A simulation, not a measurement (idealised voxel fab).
The document below concerns the process module designated voxel capacitor over wiring.
Each square cell in cross-section cut measures 5 nm, and the section as a whole is 195 nm wide.
Square cells in a grid make up a cross-section in this document, and the grid is given as bands, listed from the top down, each one or more rows of cells. Per band: top height and bottom height in nm, followed by the left-to-right materials and their widths in nm; "everywhere" marks a single material spanning edge to edge, "blank" marks empty space. Convention: height 0 is the level below which the wafer, as received, is all one material. The lowest band does not terminate at the bottom but continues downward, represented as "top 0, no bottom". When a width is written as two numbers, as in "30->40", the first number is the width in the top row of cells of the band and the second is the width in its bottom row, and the width changes by the same amount from each row to the next. When a step is marked "no modifications", none of the cells in the cross-section changed during that step. This entry, "Closed-off voids", enumerates those empty regions of no fewer than 8 cells that possess no open connection to the top. Each region is reported in the form width x height at distance, the distance being taken from the left edge, with all three quantities expressed in nm. What comes after the settings on a step's line is commentary from the simulator itself on that step. What "overlay nm" on a step's line means: if the step has a mask, that mask lay this far to the right of its planned place, or, when the value is negative, to the left. If you're wondering how to read the rest of this, here's the deal. It's pairs of cross-sections: one from before a process step, one from after it. The after one is only drawn as far down as the lowest band that changed. Right under each pair you'll see which step sits between them and what its settings were. Don't read the pairs as one continuous story, though. They can come from different runs of this module on the same starting wafer, and a pair only carries on from the one above it where its entry headed "Pre-process" says so.

Pre-process:
top 0, no bottom  Si everywhere
Closed-off voids: none

Structure After Step:
top 10, bottom 0  SiO2 everywhere
Whatever lies below 0 is exactly as it was before.
Closed-off voids: none
The before and after cross-sections above differ by one step: CONFORMAL_DEP | material SiO2 | thk nm 10

Pre-process: The initial state for this step is given by the after cross-section of the immediately preceding pair.

Structure After Step:
top 15, bottom 10  TiN everywhere
Whatever lies below 10 is exactly as it was before.
Closed-off voids: none
The before and after cross-sections above differ by one step: DIRECTIONAL_DEP | material TiN | thk nm 5

Pre-process: The initial state for this step is given by the after cross-section of the immediately preceding pair.

Structure After Step:
top 40, bottom 15  W everywhere
Whatever lies below 15 is exactly as it was before.
Closed-off voids: none
The before and after cross-sections above differ by one step: DIRECTIONAL_DEP | material W | thk nm 25

Pre-process: The initial state for this step is given by the after cross-section of the immediately preceding pair.

Structure After Step:
top 55, bottom 40  aC everywhere
Whatever lies below 40 is exactly as it was before.
Closed-off voids: none
The before and after cross-sections above differ by one step: DIRECTIONAL_DEP | material aC | thk nm 15

Pre-process: The initial state for this step is given by the after cross-section of the immediately preceding pair.

Structure After Step:
top 85, bottom 55  40 nm blank | 30 nm resist | 55 nm blank | 30 nm resist | 40 nm blank
Whatever lies below 55 is exactly as it was before.
Closed-off voids: none
The before and after cross-sections above differ by one step: PATTERN | tone cover | mask id METAL_1 | material resist | width nm 30 | pitch nm 85 | thk nm 30 | overlay nm 0

Pre-process: The initial state for this step is given by the after cross-section of the immediately preceding pair.

Structure After Step:
top 70, bottom 55  40 nm blank | 30 nm resist | 55 nm blank | 30 nm resist | 40 nm blank
top 55, bottom 40  40 nm blank | 30 nm aC | 55 nm blank | 30 nm aC | 40 nm blank
Whatever lies below 40 is exactly as it was before.
Closed-off voids: none
The before and after cross-sections above differ by one step: DIRECTIONAL_ETCH | etch materials aC | depth nm 15

Pre-process: The initial state for this step is given by the after cross-section of the immediately preceding pair.

Structure After Step:
top 55, bottom 40  40 nm blank | 30 nm aC | 55 nm blank | 30 nm aC | 40 nm blank
Whatever lies below 40 is exactly as it was before.
Closed-off voids: none
The before and after cross-sections above differ by one step: STRIP | etch materials resist

Pre-process: The initial state for this step is given by the after cross-section of the immediately preceding pair.

Structure After Step:
top 55, bottom 40  40 nm blank | 30 nm aC | 55 nm blank | 30 nm aC | 40 nm blank
top 40, bottom 15  40 nm blank | 30 nm W | 55 nm blank | 30 nm W | 40 nm blank
Whatever lies below 15 is exactly as it was before.
Closed-off voids: none
The before and after cross-sections above differ by one step: DIRECTIONAL_ETCH | etch materials W | depth nm 25

Pre-process: The initial state for this step is given by the after cross-section of the immediately preceding pair.

Structure After Step:
top 55, bottom 40  40 nm blank | 30 nm aC | 55 nm blank | 30 nm aC | 40 nm blank
top 40, bottom 15  40 nm blank | 30 nm W | 55 nm blank | 30 nm W | 40 nm blank
top 15, bottom 10  40 nm blank | 30 nm TiN | 55 nm blank | 30 nm TiN | 40 nm blank
Whatever lies below 10 is exactly as it was before.
Closed-off voids: none
The before and after cross-sections above differ by one step: DIRECTIONAL_ETCH | etch materials TiN | depth nm 5

Pre-process: The initial state for this step is given by the after cross-section of the immediately preceding pair.

Structure After Step:
top 40, bottom 15  40 nm blank | 30 nm W | 55 nm blank | 30 nm W | 40 nm blank
Whatever lies below 15 is exactly as it was before.
Closed-off voids: none
The before and after cross-sections above differ by one step: STRIP | etch materials aC

Pre-process: The initial state for this step is given by the after cross-section of the immediately preceding pair.

Structure After Step:
top 50, bottom 40  lowk everywhere
top 40, bottom 15  40 nm lowk | 30 nm W | 55 nm lowk | 30 nm W | 40 nm lowk
top 15, bottom 10  40 nm lowk | 30 nm TiN | 55 nm lowk | 30 nm TiN | 40 nm lowk
Whatever lies below 10 is exactly as it was before.
Closed-off voids: none
The before and after cross-sections above differ by one step: FILL_DEP | material lowk | thk nm 10

Pre-process: The initial state for this step is given by the after cross-section of the immediately preceding pair.

Structure After Step:
top 40, bottom 15  40 nm lowk | 30 nm W | 55 nm lowk | 30 nm W | 40 nm lowk
Whatever lies below 15 is exactly as it was before.
Closed-off voids: none
The before and after cross-sections above differ by one step: CMP | height nm 40

Pre-process: The initial state for this step is given by the after cross-section of the immediately preceding pair.

Structure After Step:
top 45, bottom 40  SiCN everywhere
Whatever lies below 40 is exactly as it was before.
Closed-off voids: none
The before and after cross-sections above differ by one step: CONFORMAL_DEP | material SiCN | thk nm 5

Pre-process: The initial state for this step is given by the after cross-section of the immediately preceding pair.

Structure After Step:
top 60, bottom 45  lowk everywhere
Whatever lies below 45 is exactly as it was before.
Closed-off voids: none
The before and after cross-sections above differ by one step: DIRECTIONAL_DEP | material lowk | thk nm 15

Pre-process: The initial state for this step is given by the after cross-section of the immediately preceding pair.

Structure After Step:
top 60, bottom 45  55 nm lowk | 15 nm blank | 125 nm lowk
Whatever lies below 45 is exactly as it was before.
Closed-off voids: none
The before and after cross-sections above differ by one step: MASKED_ETCH | tone open | mask id PLUG_1 | width nm 15 | etch materials lowk | depth nm 15 | overlay nm 0

Pre-process: The initial state for this step is given by the after cross-section of the immediately preceding pair.

Structure After Step:
top 60, bottom 45  55 nm lowk | 15 nm blank | 125 nm lowk
top 45, bottom 40  55 nm SiCN | 15 nm blank | 125 nm SiCN
Whatever lies below 40 is exactly as it was before.
Closed-off voids: none
The before and after cross-sections above differ by one step: MASKED_ETCH | tone open | mask id PLUG_1 | width nm 15 | etch materials SiCN | depth nm 5 | overlay nm 0

Pre-process: The initial state for this step is given by the after cross-section of the immediately preceding pair.

Structure After Step:
top 60, bottom 50  55 nm lowk | 15 nm blank | 125 nm lowk
top 50, bottom 45  55 nm lowk | 15 nm Ru | 125 nm lowk
top 45, bottom 40  55 nm SiCN | 15 nm Ru | 125 nm SiCN
Whatever lies below 40 is exactly as it was before.
Closed-off voids: none
The before and after cross-sections above differ by one step: EPI | material Ru | thk nm 10

Pre-process: The initial state for this step is given by the after cross-section of the immediately preceding pair.

Structure After Step:
top 60, bottom 45  55 nm lowk | 15 nm Ru | 125 nm lowk
Whatever lies below 45 is exactly as it was before.
Closed-off voids: none
The before and after cross-sections above differ by one step: EPI | material Ru | thk nm 10

Pre-process: The initial state for this step is given by the after cross-section of the immediately preceding pair.

Structure After Step:
top 70, bottom 60  TiN everywhere
Whatever lies below 60 is exactly as it was before.
Closed-off voids: none
The before and after cross-sections above differ by one step: DIRECTIONAL_DEP | material TiN | thk nm 10

Pre-process: The initial state for this step is given by the after cross-section of the immediately preceding pair.

Structure After Step:
top 75, bottom 70  Al2O3 everywhere
Whatever lies below 70 is exactly as it was before.
Closed-off voids: none
The before and after cross-sections above differ by one step: DIRECTIONAL_DEP | material Al2O3 | thk nm 5

Pre-process: The initial state for this step is given by the after cross-section of the immediately preceding pair.

Structure After Step:
top 85, bottom 75  TiN everywhere
Whatever lies below 75 is exactly as it was before.
Closed-off voids: none
The before and after cross-sections above differ by one step: DIRECTIONAL_DEP | material TiN | thk nm 10

Pre-process: The initial state for this step is given by the after cross-section of the immediately preceding pair.

Structure After Step:
top 85, bottom 75  55 nm blank | 60 nm TiN | 80 nm blank
Whatever lies below 75 is exactly as it was before.
Closed-off voids: none
The before and after cross-sections above differ by one step: MASKED_ETCH | tone cover | mask id UPPER_PLATE | width nm 60 | etch materials TiN | depth nm 10 | overlay nm 0

Pre-process: The initial state for this step is given by the after cross-section of the immediately preceding pair.

Structure After Step:
top 85, bottom 75  55 nm blank | 60 nm TiN | 80 nm blank
top 75, bottom 70  55 nm blank | 60 nm Al2O3 | 80 nm blank
Whatever lies below 70 is exactly as it was before.
Closed-off voids: none
The before and after cross-sections above differ by one step: MASKED_ETCH | tone cover | mask id UPPER_PLATE | width nm 60 | etch materials Al2O3 | depth nm 5 | overlay nm 0

Pre-process: The initial state for this step is given by the after cross-section of the immediately preceding pair.

Structure After Step:
top 100, bottom 85  55 nm blank | 60 nm aC | 80 nm blank
top 85, bottom 75  55 nm aC | 60 nm TiN | 80 nm aC
top 75, bottom 70  55 nm aC | 60 nm Al2O3 | 80 nm aC
Whatever lies below 70 is exactly as it was before.
Closed-off voids: none
The before and after cross-sections above differ by one step: DIRECTIONAL_DEP | material aC | thk nm 15

Pre-process: The initial state for this step is given by the after cross-section of the immediately preceding pair.

Structure After Step:
top 130, bottom 100  50 nm blank | 70 nm resist | 75 nm blank
top 100, bottom 85  50 nm blank | 5 nm resist | 60 nm aC | 5 nm resist | 75 nm blank
Whatever lies below 85 is exactly as it was before.
Closed-off voids: none
The before and after cross-sections above differ by one step: PATTERN | tone cover | mask id LOWER_PLATE | material resist | width nm 70 | thk nm 30 | overlay nm 0

Pre-process: The initial state for this step is given by the after cross-section of the immediately preceding pair.

Structure After Step:
top 115, bottom 100  50 nm blank | 70 nm resist | 75 nm blank
top 100, bottom 85  50 nm blank | 5 nm resist | 60 nm aC | 5 nm resist | 75 nm blank
top 85, bottom 75  50 nm blank | 5 nm aC | 60 nm TiN | 5 nm aC | 75 nm blank
top 75, bottom 70  50 nm blank | 5 nm aC | 60 nm Al2O3 | 5 nm aC | 75 nm blank
Whatever lies below 70 is exactly as it was before.
Closed-off voids: none
The before and after cross-sections above differ by one step: DIRECTIONAL_ETCH | etch materials aC | depth nm 15

Pre-process: The initial state for this step is given by the after cross-section of the immediately preceding pair.

Structure After Step:
top 100, bottom 85  55 nm blank | 60 nm aC | 80 nm blank
Whatever lies below 85 is exactly as it was before.
Closed-off voids: none
The before and after cross-sections above differ by one step: STRIP | etch materials resist

Pre-process: The initial state for this step is given by the after cross-section of the immediately preceding pair.

Structure After Step:
top 100, bottom 85  55 nm blank | 60 nm aC | 80 nm blank
top 85, bottom 75  50 nm blank | 5 nm aC | 60 nm TiN | 5 nm aC | 75 nm blank
top 75, bottom 70  50 nm blank | 5 nm aC | 60 nm Al2O3 | 5 nm aC | 75 nm blank
top 70, bottom 60  50 nm blank | 70 nm TiN | 75 nm blank
Whatever lies below 60 is exactly as it was before.
Closed-off voids: none
The before and after cross-sections above differ by one step: DIRECTIONAL_ETCH | etch materials TiN | depth nm 10

Pre-process: The initial state for this step is given by the after cross-section of the immediately preceding pair.

Structure After Step:
top 85, bottom 75  55 nm blank | 60 nm TiN | 80 nm blank
top 75, bottom 70  55 nm blank | 60 nm Al2O3 | 80 nm blank
Whatever lies below 70 is exactly as it was before.
Closed-off voids: none
The before and after cross-sections above differ by one step: STRIP | etch materials aC

Pre-process: The initial state for this step is given by the after cross-section of the immediately preceding pair.

Structure After Step:
top 105, bottom 85  SiO2 everywhere
top 85, bottom 75  55 nm SiO2 | 60 nm TiN | 80 nm SiO2
top 75, bottom 70  55 nm SiO2 | 60 nm Al2O3 | 80 nm SiO2
top 70, bottom 60  50 nm SiO2 | 70 nm TiN | 75 nm SiO2
Whatever lies below 60 is exactly as it was before.
Closed-off voids: none
The before and after cross-sections above differ by one step: FILL_DEP | material SiO2 | thk nm 20

Pre-process: The initial state for this step is given by the after cross-section of the immediately preceding pair.

Structure After Step:
top 100, bottom 85  SiO2 everywhere
Whatever lies below 85 is exactly as it was before.
Closed-off voids: none
The before and after cross-sections above differ by one step: CMP | height nm 100

Pre-process: The initial state for this step is given by the after cross-section of the immediately preceding pair.

Structure After Step:
top 115, bottom 100  65 nm resist | 15 nm blank | 115 nm resist
Whatever lies below 100 is exactly as it was before.
Closed-off voids: none
The before and after cross-sections above differ by one step: PATTERN | tone open | mask id PLUG_2 | material resist | width nm 15 | thk nm 15 | overlay nm 0

Pre-process: The initial state for this step is given by the after cross-section of the immediately preceding pair.

Structure After Step:
top 115, bottom 100  65 nm resist | 15 nm blank | 115 nm resist
top 100, bottom 85  65 nm SiO2 | 15 nm blank | 115 nm SiO2
Whatever lies below 85 is exactly as it was before.
Closed-off voids: none
The before and after cross-sections above differ by one step: DIRECTIONAL_ETCH | etch materials SiO2 | depth nm 15

Pre-process: The initial state for this step is given by the after cross-section of the immediately preceding pair.

Structure After Step:
top 100, bottom 85  65 nm SiO2 | 15 nm blank | 115 nm SiO2
Whatever lies below 85 is exactly as it was before.
Closed-off voids: none
The before and after cross-sections above differ by one step: STRIP | etch materials resist

Pre-process: The initial state for this step is given by the after cross-section of the immediately preceding pair.

Structure After Step:
top 105, bottom 100  70 nm TiN | 5 nm blank | 120 nm TiN
top 100, bottom 90  65 nm SiO2 | 5 nm TiN | 5 nm blank | 5 nm TiN | 115 nm SiO2
top 90, bottom 85  65 nm SiO2 | 15 nm TiN | 115 nm SiO2
Whatever lies below 85 is exactly as it was before.
Closed-off voids: none
The before and after cross-sections above differ by one step: CONFORMAL_DEP | material TiN | thk nm 5

Pre-process: The initial state for this step is given by the after cross-section of the immediately preceding pair.

Structure After Step:
top 110, bottom 105  W everywhere
top 105, bottom 100  70 nm TiN | 5 nm W | 120 nm TiN
top 100, bottom 90  65 nm SiO2 | 5 nm TiN | 5 nm W | 5 nm TiN | 115 nm SiO2
Whatever lies below 90 is exactly as it was before.
Closed-off voids: none
The before and after cross-sections above differ by one step: FILL_DEP | material W | thk nm 5

Pre-process: The initial state for this step is given by the after cross-section of the immediately preceding pair.

Structure After Step:
top 100, bottom 90  65 nm SiO2 | 5 nm TiN | 5 nm W | 5 nm TiN | 115 nm SiO2
Whatever lies below 90 is exactly as it was before.
Closed-off voids: none
The before and after cross-sections above differ by one step: CMP | height nm 100

Pre-process: The initial state for this step is given by the after cross-section of the immediately preceding pair.

Structure After Step:
top 105, bottom 100  SiCN everywhere
Whatever lies below 100 is exactly as it was before.
Closed-off voids: none
The before and after cross-sections above differ by one step: CONFORMAL_DEP | material SiCN | thk nm 5

Pre-process:
top 10, bottom 0  SiO2 everywhere
top 0, no bottom  Si everywhere
Closed-off voids: none

Structure After Step:
top 35, bottom 10  W everywhere
Whatever lies below 10 is exactly as it was before.
Closed-off voids: none
The before and after cross-sections above differ by one step: DIRECTIONAL_DEP | material W | thk nm 25

Pre-process: The initial state for this step is given by the after cross-section of the immediately preceding pair.

Structure After Step:
top 50, bottom 35  aC everywhere
Whatever lies below 35 is exactly as it was before.
Closed-off voids: none
The before and after cross-sections above differ by one step: DIRECTIONAL_DEP | material aC | thk nm 15

Pre-process: The initial state for this step is given by the after cross-section of the immediately preceding pair.

Structure After Step:
top 80, bottom 50  40 nm blank | 30 nm resist | 55 nm blank | 30 nm resist | 40 nm blank
Whatever lies below 50 is exactly as it was before.
Closed-off voids: none
The before and after cross-sections above differ by one step: PATTERN | tone cover | mask id METAL_1 | material resist | width nm 30 | pitch nm 85 | thk nm 30 | overlay nm 0

Pre-process: The initial state for this step is given by the after cross-section of the immediately preceding pair.

Structure After Step:
top 65, bottom 50  40 nm blank | 30 nm resist | 55 nm blank | 30 nm resist | 40 nm blank
top 50, bottom 35  40 nm blank | 30 nm aC | 55 nm blank | 30 nm aC | 40 nm blank
Whatever lies below 35 is exactly as it was before.
Closed-off voids: none
The before and after cross-sections above differ by one step: DIRECTIONAL_ETCH | etch materials aC | depth nm 15

Pre-process: The initial state for this step is given by the after cross-section of the immediately preceding pair.

Structure After Step:
top 50, bottom 35  40 nm blank | 30 nm aC | 55 nm blank | 30 nm aC | 40 nm blank
Whatever lies below 35 is exactly as it was before.
Closed-off voids: none
The before and after cross-sections above differ by one step: STRIP | etch materials resist

Pre-process: The initial state for this step is given by the after cross-section of the immediately preceding pair.

Structure After Step:
top 50, bottom 35  40 nm blank | 30 nm aC | 55 nm blank | 30 nm aC | 40 nm blank
top 35, bottom 10  40 nm blank | 30 nm W | 55 nm blank | 30 nm W | 40 nm blank
Whatever lies below 10 is exactly as it was before.
Closed-off voids: none
The before and after cross-sections above differ by one step: DIRECTIONAL_ETCH | etch materials W | depth nm 25

Pre-process: The initial state for this step is given by the after cross-section of the immediately preceding pair.

Structure After Step:
top 35, bottom 10  40 nm blank | 30 nm W | 55 nm blank | 30 nm W | 40 nm blank
Whatever lies below 10 is exactly as it was before.
Closed-off voids: none
The before and after cross-sections above differ by one step: STRIP | etch materials aC

Pre-process: The initial state for this step is given by the after cross-section of the immediately preceding pair.

Structure After Step:
top 45, bottom 35  lowk everywhere
top 35, bottom 10  40 nm lowk | 30 nm W | 55 nm lowk | 30 nm W | 40 nm lowk
Whatever lies below 10 is exactly as it was before.
Closed-off voids: none
The before and after cross-sections above differ by one step: FILL_DEP | material lowk | thk nm 10

Pre-process: The initial state for this step is given by the after cross-section of the immediately preceding pair.

Structure After Step:
top 40, bottom 35  lowk everywhere
Whatever lies below 35 is exactly as it was before.
Closed-off voids: none
The before and after cross-sections above differ by one step: CMP | height nm 40

Pre-process: The initial state for this step is given by the after cross-section of the immediately preceding pair.

Structure After Step:
top 45, bottom 40  SiCN everywhere
Whatever lies below 40 is exactly as it was before.
Closed-off voids: none
The before and after cross-sections above differ by one step: CONFORMAL_DEP | material SiCN | thk nm 5

Pre-process: The initial state for this step is given by the after cross-section of the immediately preceding pair.

Structure After Step:
top 60, bottom 45  lowk everywhere
Whatever lies below 45 is exactly as it was before.
Closed-off voids: none
The before and after cross-sections above differ by one step: DIRECTIONAL_DEP | material lowk | thk nm 15

Pre-process: The initial state for this step is given by the after cross-section of the immediately preceding pair.

Structure After Step:
top 60, bottom 45  55 nm lowk | 15 nm blank | 125 nm lowk
Whatever lies below 45 is exactly as it was before.
Closed-off voids: none
The before and after cross-sections above differ by one step: MASKED_ETCH | tone open | mask id PLUG_1 | width nm 15 | etch materials lowk | depth nm 15 | overlay nm 0

Pre-process: The initial state for this step is given by the after cross-section of the immediately preceding pair.

Structure After Step:
top 60, bottom 45  55 nm lowk | 15 nm blank | 125 nm lowk
top 45, bottom 40  55 nm SiCN | 15 nm blank | 125 nm SiCN
Whatever lies below 40 is exactly as it was before.
Closed-off voids: none
The before and after cross-sections above differ by one step: MASKED_ETCH | tone open | mask id PLUG_1 | width nm 15 | etch materials SiCN | depth nm 5 | overlay nm 0

Pre-process: The initial state for this step is given by the after cross-section of the immediately preceding pair.

Structure After Step:
top 70, bottom 60  55 nm TiN | 15 nm blank | 125 nm TiN
top 60, bottom 50  55 nm lowk | 15 nm blank | 125 nm lowk
top 50, bottom 45  55 nm lowk | 15 nm TiN | 125 nm lowk
top 45, bottom 40  55 nm SiCN | 15 nm TiN | 125 nm SiCN
Whatever lies below 40 is exactly as it was before.
Closed-off voids: none
The before and after cross-sections above differ by one step: DIRECTIONAL_DEP | material TiN | thk nm 10

Pre-process: The initial state for this step is given by the after cross-section of the immediately preceding pair.

Structure After Step:
top 75, bottom 70  55 nm Al2O3 | 15 nm blank | 125 nm Al2O3
top 70, bottom 60  55 nm TiN | 15 nm blank | 125 nm TiN
top 60, bottom 55  55 nm lowk | 15 nm blank | 125 nm lowk
top 55, bottom 50  55 nm lowk | 15 nm Al2O3 | 125 nm lowk
Whatever lies below 50 is exactly as it was before.
Closed-off voids: none
The before and after cross-sections above differ by one step: DIRECTIONAL_DEP | material Al2O3 | thk nm 5

Pre-process: The initial state for this step is given by the after cross-section of the immediately preceding pair.

Structure After Step:
top 85, bottom 75  55 nm TiN | 15 nm blank | 125 nm TiN
top 75, bottom 70  55 nm Al2O3 | 15 nm blank | 125 nm Al2O3
top 70, bottom 65  55 nm TiN | 15 nm blank | 125 nm TiN
top 65, bottom 60  TiN everywhere
top 60, bottom 55  55 nm lowk | 15 nm TiN | 125 nm lowk
Whatever lies below 55 is exactly as it was before.
Closed-off voids: none
The before and after cross-sections above differ by one step: DIRECTIONAL_DEP | material TiN | thk nm 10

Pre-process: The initial state for this step is given by the after cross-section of the immediately preceding pair.

Structure After Step:
top 85, bottom 75  70 nm blank | 45 nm TiN | 80 nm blank
Whatever lies below 75 is exactly as it was before.
Closed-off voids: none
The before and after cross-sections above differ by one step: MASKED_ETCH | tone cover | mask id UPPER_PLATE | width nm 60 | etch materials TiN | depth nm 10 | overlay nm 0

Pre-process: The initial state for this step is given by the after cross-section of the immediately preceding pair.

Structure After Step:
top 85, bottom 75  70 nm blank | 45 nm TiN | 80 nm blank
top 75, bottom 70  70 nm blank | 45 nm Al2O3 | 80 nm blank
Whatever lies below 70 is exactly as it was before.
Closed-off voids: none
The before and after cross-sections above differ by one step: MASKED_ETCH | tone cover | mask id UPPER_PLATE | width nm 60 | etch materials Al2O3 | depth nm 5 | overlay nm 0

Pre-process: The initial state for this step is given by the after cross-section of the immediately preceding pair.

Structure After Step:
top 100, bottom 85  70 nm blank | 45 nm aC | 80 nm blank
top 85, bottom 80  55 nm aC | 15 nm blank | 45 nm TiN | 80 nm aC
top 80, bottom 75  70 nm aC | 45 nm TiN | 80 nm aC
top 75, bottom 70  70 nm aC | 45 nm Al2O3 | 80 nm aC
top 70, bottom 65  55 nm TiN | 15 nm aC | 125 nm TiN
Whatever lies below 65 is exactly as it was before.
Closed-off voids: none
The before and after cross-sections above differ by one step: DIRECTIONAL_DEP | material aC | thk nm 15

Pre-process: The initial state for this step is given by the after cross-section of the immediately preceding pair.

Structure After Step:
top 130, bottom 100  50 nm blank | 70 nm resist | 75 nm blank
top 100, bottom 85  50 nm blank | 20 nm resist | 45 nm aC | 5 nm resist | 75 nm blank
top 85, bottom 80  55 nm aC | 15 nm resist | 45 nm TiN | 80 nm aC
Whatever lies below 80 is exactly as it was before.
Closed-off voids: none
The before and after cross-sections above differ by one step: PATTERN | tone cover | mask id LOWER_PLATE | material resist | width nm 70 | thk nm 30 | overlay nm 0

Pre-process: The initial state for this step is given by the after cross-section of the immediately preceding pair.

Structure After Step:
top 115, bottom 100  50 nm blank | 70 nm resist | 75 nm blank
top 100, bottom 85  50 nm blank | 20 nm resist | 45 nm aC | 5 nm resist | 75 nm blank
top 85, bottom 80  50 nm blank | 5 nm aC | 15 nm resist | 45 nm TiN | 5 nm aC | 75 nm blank
top 80, bottom 75  50 nm blank | 20 nm aC | 45 nm TiN | 5 nm aC | 75 nm blank
top 75, bottom 70  50 nm blank | 20 nm aC | 45 nm Al2O3 | 5 nm aC | 75 nm blank
Whatever lies below 70 is exactly as it was before.
Closed-off voids: none
The before and after cross-sections above differ by one step: DIRECTIONAL_ETCH | etch materials aC | depth nm 15

Pre-process: The initial state for this step is given by the after cross-section of the immediately preceding pair.

Structure After Step:
top 100, bottom 85  70 nm blank | 45 nm aC | 80 nm blank
top 85, bottom 80  50 nm blank | 5 nm aC | 15 nm blank | 45 nm TiN | 5 nm aC | 75 nm blank
Whatever lies below 80 is exactly as it was before.
Closed-off voids: none
The before and after cross-sections above differ by one step: STRIP | etch materials resist

Pre-process: The initial state for this step is given by the after cross-section of the immediately preceding pair.

Structure After Step:
top 100, bottom 85  70 nm blank | 45 nm aC | 80 nm blank
top 85, bottom 80  50 nm blank | 5 nm aC | 15 nm blank | 45 nm TiN | 5 nm aC | 75 nm blank
top 80, bottom 75  50 nm blank | 20 nm aC | 45 nm TiN | 5 nm aC | 75 nm blank
top 75, bottom 70  50 nm blank | 20 nm aC | 45 nm Al2O3 | 5 nm aC | 75 nm blank
top 70, bottom 65  50 nm blank | 5 nm TiN | 15 nm aC | 50 nm TiN | 75 nm blank
top 65, bottom 60  50 nm blank | 70 nm TiN | 75 nm blank
Whatever lies below 60 is exactly as it was before.
Closed-off voids: none
The before and after cross-sections above differ by one step: DIRECTIONAL_ETCH | etch materials TiN | depth nm 10

Pre-process: The initial state for this step is given by the after cross-section of the immediately preceding pair.

Structure After Step:
top 85, bottom 75  70 nm blank | 45 nm TiN | 80 nm blank
top 75, bottom 70  70 nm blank | 45 nm Al2O3 | 80 nm blank
top 70, bottom 65  50 nm blank | 5 nm TiN | 15 nm blank | 50 nm TiN | 75 nm blank
Whatever lies below 65 is exactly as it was before.
Closed-off voids: none
The before and after cross-sections above differ by one step: STRIP | etch materials aC

Pre-process: The initial state for this step is given by the after cross-section of the immediately preceding pair.

Structure After Step:
top 105, bottom 85  SiO2 everywhere
top 85, bottom 75  70 nm SiO2 | 45 nm TiN | 80 nm SiO2
top 75, bottom 70  70 nm SiO2 | 45 nm Al2O3 | 80 nm SiO2
top 70, bottom 65  50 nm SiO2 | 5 nm TiN | 15 nm SiO2 | 50 nm TiN | 75 nm SiO2
top 65, bottom 60  50 nm SiO2 | 70 nm TiN | 75 nm SiO2
Whatever lies below 60 is exactly as it was before.
Closed-off voids: none
The before and after cross-sections above differ by one step: FILL_DEP | material SiO2 | thk nm 20

Pre-process: The initial state for this step is given by the after cross-section of the immediately preceding pair.

Structure After Step:
top 100, bottom 85  SiO2 everywhere
Whatever lies below 85 is exactly as it was before.
Closed-off voids: none
The before and after cross-sections above differ by one step: CMP | height nm 100

Pre-process: The initial state for this step is given by the after cross-section of the immediately preceding pair.

Structure After Step:
top 115, bottom 100  65 nm resist | 15 nm blank | 115 nm resist
Whatever lies below 100 is exactly as it was before.
Closed-off voids: none
The before and after cross-sections above differ by one step: PATTERN | tone open | mask id PLUG_2 | material resist | width nm 15 | thk nm 15 | overlay nm 0

Pre-process: The initial state for this step is given by the after cross-section of the immediately preceding pair.

Structure After Step:
top 115, bottom 100  65 nm resist | 15 nm blank | 115 nm resist
top 100, bottom 85  65 nm SiO2 | 15 nm blank | 115 nm SiO2
Whatever lies below 85 is exactly as it was before.
Closed-off voids: none
The before and after cross-sections above differ by one step: DIRECTIONAL_ETCH | etch materials SiO2 | depth nm 15

Pre-process: The initial state for this step is given by the after cross-section of the immediately preceding pair.

Structure After Step:
top 100, bottom 85  65 nm SiO2 | 15 nm blank | 115 nm SiO2
Whatever lies below 85 is exactly as it was before.
Closed-off voids: none
The before and after cross-sections above differ by one step: STRIP | etch materials resist

Pre-process: The initial state for this step is given by the after cross-section of the immediately preceding pair.

Structure After Step:
top 105, bottom 100  70 nm TiN | 5 nm blank | 120 nm TiN
top 100, bottom 90  65 nm SiO2 | 5 nm TiN | 5 nm blank | 5 nm TiN | 115 nm SiO2
top 90, bottom 85  65 nm SiO2 | 15 nm TiN | 115 nm SiO2
Whatever lies below 85 is exactly as it was before.
Closed-off voids: none
The before and after cross-sections above differ by one step: CONFORMAL_DEP | material TiN | thk nm 5

Pre-process: The initial state for this step is given by the after cross-section of the immediately preceding pair.

Structure After Step:
top 110, bottom 105  W everywhere
top 105, bottom 100  70 nm TiN | 5 nm W | 120 nm TiN
top 100, bottom 90  65 nm SiO2 | 5 nm TiN | 5 nm W | 5 nm TiN | 115 nm SiO2
Whatever lies below 90 is exactly as it was before.
Closed-off voids: none
The before and after cross-sections above differ by one step: FILL_DEP | material W | thk nm 5

Pre-process: The initial state for this step is given by the after cross-section of the immediately preceding pair.

Structure After Step:
top 100, bottom 90  65 nm SiO2 | 5 nm TiN | 5 nm W | 5 nm TiN | 115 nm SiO2
Whatever lies below 90 is exactly as it was before.
Closed-off voids: none
The before and after cross-sections above differ by one step: CMP | height nm 100

Pre-process: The initial state for this step is given by the after cross-section of the immediately preceding pair.

Structure After Step:
top 105, bottom 100  SiCN everywhere
Whatever lies below 100 is exactly as it was before.
Closed-off voids: none
The before and after cross-sections above differ by one step: CONFORMAL_DEP | material SiCN | thk nm 5

Pre-process:
top 60, bottom 45  55 nm lowk | 15 nm Ru | 125 nm lowk
top 45, bottom 40  55 nm SiCN | 15 nm Ru | 125 nm SiCN
top 40, bottom 15  40 nm lowk | 30 nm W | 55 nm lowk | 30 nm W | 40 nm lowk
top 15, bottom 10  40 nm lowk | 30 nm TiN | 55 nm lowk | 30 nm TiN | 40 nm lowk
top 10, bottom 0  SiO2 everywhere
top 0, no bottom  Si everywhere
Closed-off voids: none

Structure After Step:
top 70, bottom 60  45 nm blank | 35 nm Ru | 115 nm blank
Whatever lies below 60 is exactly as it was before.
Closed-off voids: none
The before and after cross-sections above differ by one step: EPI | material Ru | thk nm 10

Pre-process: The initial state for this step is given by the after cross-section of the immediately preceding pair.

Structure After Step:
top 80, bottom 70  45 nm blank | 35 nm TiN | 115 nm blank
top 70, bottom 60  45 nm TiN | 35 nm Ru | 115 nm TiN
Whatever lies below 60 is exactly as it was before.
Closed-off voids: none
The before and after cross-sections above differ by one step: DIRECTIONAL_DEP | material TiN | thk nm 10

Pre-process: The initial state for this step is given by the after cross-section of the immediately preceding pair.

Structure After Step:
top 85, bottom 80  45 nm blank | 35 nm Al2O3 | 115 nm blank
top 80, bottom 75  45 nm blank | 35 nm TiN | 115 nm blank
top 75, bottom 70  45 nm Al2O3 | 35 nm TiN | 115 nm Al2O3
Whatever lies below 70 is exactly as it was before.
Closed-off voids: none
The before and after cross-sections above differ by one step: DIRECTIONAL_DEP | material Al2O3 | thk nm 5

Pre-process: The initial state for this step is given by the after cross-section of the immediately preceding pair.

Structure After Step:
top 95, bottom 85  45 nm blank | 35 nm TiN | 115 nm blank
top 85, bottom 80  45 nm TiN | 35 nm Al2O3 | 115 nm TiN
top 80, bottom 75  TiN everywhere
Whatever lies below 75 is exactly as it was before.
Closed-off voids: none
The before and after cross-sections above differ by one step: DIRECTIONAL_DEP | material TiN | thk nm 10
